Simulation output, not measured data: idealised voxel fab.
Process module name: voxel quadruple lines
Square cells of 5 nm make up the cross-section cut, whose width is 215 nm.
How to read a cross-section here: the picture is a grid of square cells, written as bands going from the top down, and any band can span one or more rows of cells.
This entry defines a band. It first specifies the height of the band's top and the height of its bottom in nm, and then specifies the band's materials from left to right, stating each material with its width in nm. The word "throughout" identifies a single material that fills the band from edge to edge, while the word "air" identifies empty space.
Convention: height 0 is the level below which the wafer, as received, is all one material. The lowest band does not terminate at the bottom but continues downward, represented as "0 -> down".
The notation "30 to 40" denotes a width that varies across the rows of cells in the band, beginning at the first number in the top row, finishing at the second number in the bottom row, and changing by an identical amount from each row to the next.
You'll sometimes find "nothing was modified" written for a step, and that's the way of saying that nowhere in the cross-section did a cell change during that step.
Entry "Enclosed void list". Content: empty spaces with no open connection to the top, size 8 cells or greater. Each: width x height at distance. Distance: from left edge. Unit: nm.
That trailing text on a step's line, after the settings, is the simulator's own remark on the step.
The optional step-line setting "overlay nm" applies to steps with a mask and quantifies how far to the right of its planned location the mask lay, a negative value indicating leftward placement.

-- The process steps that were planned are listed below
1: RECEIVE: material Si
2: CONFORMAL_DEP: material Al2O3, thk nm 10
3: DIRECTIONAL_DEP: material W, thk nm 15
4: DIRECTIONAL_DEP: material polySi, thk nm 20
5: DIRECTIONAL_DEP: material aC, thk nm 20
6: PATTERN: tone cover, mask id MANDREL, material resist, width nm 25, thk nm 25, overlay nm 0
7: DIRECTIONAL_ETCH: etch materials aC, depth nm 20
8: STRIP: etch materials resist
9: CONFORMAL_DEP: material SiO2, thk nm 15
10: DIRECTIONAL_ETCH: etch materials SiO2, depth nm 15
11: STRIP: etch materials aC
12: DIRECTIONAL_ETCH: etch materials polySi, depth nm 20
13: STRIP: etch materials SiO2
14: CONFORMAL_DEP: material SiCN, thk nm 5
15: DIRECTIONAL_ETCH: etch materials SiCN, depth nm 5
16: STRIP: etch materials polySi
17: DIRECTIONAL_ETCH: etch materials W, depth nm 15
18: STRIP: etch materials SiCN
19: FILL_DEP: material SiO2, thk nm 5
20: CMP: height nm 25

-- The cross-section here shows the wafer as received, i.e. in its state after step 1
* 0 -> down: Si throughout
* Enclosed void list: none

-- The first of the two wafers as seen in cross-section once the module was finished; processing followed the plan
* 25 -> 10: SiO2 75  W 5  SiO2 15  W 5  SiO2 15  W 5  SiO2 15  W 5  SiO2 75
* 10 -> 0: Al2O3 throughout
* 0 -> down: Si throughout
* Enclosed void list: none

-- Cross-section, second wafer: same start as the first, same plan as the first, one mistake in running it; taken at the end of the module
* 25 -> 10: SiO2 80  W 5  SiO2 15  W 5  SiO2 5  W 5  SiO2 15  W 5  SiO2 80
* 10 -> 0: Al2O3 throughout
* 0 -> down: Si throughout
* Enclosed void list: none
Plan not followed: step 6 ran with different settings than intended, the actual operation and settings being PATTERN: tone cover, mask id MANDREL, material resist, width nm 15, thk nm 25, overlay nm 0
When the process is done, the second wafer contains the same cell count of every material as the first wafer, but distributed over other locations.
